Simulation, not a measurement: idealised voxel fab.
The document below concerns the process module designated voxel transistor to metal.
cross-section cut | 185 nm wide | cells 5 nm
Cross-section format: a grid of square cells, given as bands from top to bottom; each band is one or more rows of cells.
Read a band's entry like this: the first values are the height of its top and the height of its bottom in nm, and what follows is the sequence of materials from left to right, each with its width in nm. Note that "empty" is empty space, and that a single material marked "throughout" reaches across the band from edge to edge.
Convention: height 0 is the level below which the wafer, as received, is all one material. The lowest band does not terminate at the bottom but continues downward, represented as "0 -> down".
Width "30 to 40": first value at the band's top row of cells, second value at its bottom row, equal change from row to row.
Reading "everything unchanged" for a step: not a cell of the cross-section changed in it.
"Non-vented voids" specifies each empty space that is not open to the top and that occupies no fewer than 8 cells, using the form width x height at distance, the distance measured from the left edge and all three quantities in nm.
Anything after a step's settings on that line? It's the simulator's own note about the step.
You can add "overlay nm" to a step's line. For a step with a mask, it describes how far the mask lay to the right of its planned position, and a negative number describes a lay to the left.
INTENDED PROCESS STEPS
1: RECEIVE (material Si)
2: OXIDIZE (depth nm 5)
3: CONFORMAL_DEP (material SiN; thk nm 15)
4: MASKED_ETCH (tone cover; mask id ACTIVE; width nm 130; etch materials SiN; depth nm 15; overlay nm 0)
5: MASKED_ETCH (tone cover; mask id ACTIVE; width nm 130; etch materials SiO2; depth nm 5; overlay nm 0)
6: MASKED_ETCH (tone cover; mask id ACTIVE; width nm 130; etch materials Si; depth nm 35; overlay nm 0)
7: FILL_DEP (material SiO2; thk nm 10)
8: CMP (height nm 15)
9: SELECTIVE_ETCH (etch materials SiO2; depth nm 10)
10: STRIP (etch materials SiN)
11: SELECTIVE_ETCH (etch materials SiO2; depth nm 5)
12: OXIDIZE (depth nm 5)
13: DIRECTIONAL_DEP (material polySi; thk nm 25)
14: DIRECTIONAL_DEP (material SiCN; thk nm 10)
15: DIRECTIONAL_DEP (material aC; thk nm 15)
16: PATTERN (tone cover; mask id GATE; material resist; width nm 30; thk nm 30; overlay nm 0)
17: DIRECTIONAL_ETCH (etch materials aC; depth nm 15)
18: STRIP (etch materials resist)
19: DIRECTIONAL_ETCH (etch materials SiCN; depth nm 20)
20: DIRECTIONAL_ETCH (etch materials polySi; depth nm 35)
21: STRIP (etch materials aC)
22: CONFORMAL_DEP (material SiO2; thk nm 5)
23: DIRECTIONAL_ETCH (etch materials SiO2; depth nm 5)
24: CONFORMAL_DEP (material SiN; thk nm 10)
25: DIRECTIONAL_ETCH (etch materials SiN; depth nm 10)
26: DIRECTIONAL_ETCH (etch materials SiO2; depth nm 5)
27: DIRECTIONAL_ETCH (etch materials Si; depth nm 5)
28: EPI (material pSi; thk nm 5)
29: FILL_DEP (material SiO2; thk nm 10)
30: CMP (height nm 20)
31: STRIP (etch materials polySi)
32: SELECTIVE_ETCH (etch materials SiO2; depth nm 5)
33: CONFORMAL_DEP (material HfO2; thk nm 5)
34: CONFORMAL_DEP (material TiN; thk nm 5)
35: FILL_DEP (material W; thk nm 5)
36: CMP (height nm 15)
37: DIRECTIONAL_DEP (material SiO2; thk nm 10)
38: PATTERN (tone open; mask id CONTACT; material resist; width nm 20; pitch nm 90; thk nm 20; overlay nm 0)
39: DIRECTIONAL_ETCH (etch materials SiO2; depth nm 35)
40: STRIP (etch materials resist)
41: CONFORMAL_DEP (material TiN; thk nm 5)
42: FILL_DEP (material Ru; thk nm 5)
43: CMP (height nm 25)
44: DIRECTIONAL_DEP (material TiN; thk nm 5)
45: DIRECTIONAL_DEP (material Ru; thk nm 20)
46: MASKED_ETCH (tone cover; mask id METAL_1; width nm 20; pitch nm 90; etch materials Ru; depth nm 20; overlay nm 0)
47: MASKED_ETCH (tone cover; mask id METAL_1; width nm 20; pitch nm 90; etch materials TiN; depth nm 5; overlay nm 0)
48: FILL_DEP (material SiO2; thk nm 5)
49: CMP (height nm 50)
50: CONFORMAL_DEP (material SiN; thk nm 5)
CROSS-SECTION OF THE WAFER AS IT CAME TO US, I.E., ALREADY THROUGH STEP 1
  0 -> down: Si throughout
  Non-vented voids: none
THIS IS HOW THE WAFER LOOKS IN CROSS-SECTION ONCE THE MODULE IS DONE, GIVEN THE STARTING STATE AND PLAN ABOVE AND ONE MISTAKE IN CARRYING THE PLAN OUT
  55 -> 50: SiN throughout
  50 -> 30: 35 nm SiO2 | 20 nm Ru | 70 nm SiO2 | 20 nm Ru | 40 nm SiO2
  30 -> 25: 35 nm SiO2 | 20 nm TiN | 70 nm SiO2 | 20 nm TiN | 40 nm SiO2
  25 -> 15: 35 nm SiO2 | 5 nm TiN | 10 nm Ru | 5 nm TiN | 70 nm SiO2 | 5 nm TiN | 10 nm Ru | 5 nm TiN | 40 nm SiO2
  15 -> 5: 35 nm SiO2 | 5 nm TiN | 10 nm Ru | 5 nm TiN | 5 nm SiO2 | 10 nm SiN | 5 nm HfO2 | 5 nm TiN | 20 nm W | 5 nm TiN | 5 nm HfO2 | 10 nm SiN | 5 nm SiO2 | 5 nm TiN | 10 nm Ru | 5 nm TiN | 40 nm SiO2
  5 -> 0: 35 nm SiO2 | 10 nm TiN | 5 nm Ru | 5 nm TiN | 5 nm SiO2 | 10 nm SiN | 5 nm HfO2 | 5 nm TiN | 20 nm W | 5 nm TiN | 5 nm HfO2 | 10 nm SiN | 5 nm SiO2 | 5 nm TiN | 5 nm Ru | 10 nm TiN | 40 nm SiO2
  0 -> -5: 30 nm SiO2 | 10 nm SiN | 15 nm TiN | 5 nm SiO2 | 10 nm SiN | 5 nm HfO2 | 30 nm TiN | 5 nm HfO2 | 10 nm SiN | 5 nm SiO2 | 15 nm TiN | 10 nm SiN | 35 nm SiO2
  -5 -> -10: 40 nm SiO2 | 5 nm pSi | 10 nm TiN | 5 nm pSi | 10 nm SiO2 | 40 nm HfO2 | 10 nm SiO2 | 5 nm pSi | 10 nm TiN | 5 nm pSi | 45 nm SiO2
  -10 -> -15: 25 nm SiO2 | 15 nm Si | 20 nm pSi | 60 nm Si | 20 nm pSi | 15 nm Si | 30 nm SiO2
  -15 -> -40: 25 nm SiO2 | 130 nm Si | 30 nm SiO2
  -40 -> down: Si throughout
  Non-vented voids: none
Nonconformance to the process plan: step 4, actual vs plan mismatch, actual run MASKED_ETCH (tone cover; mask id ACTIVE; width nm 120; etch materials SiN; depth nm 15; overlay nm 0)
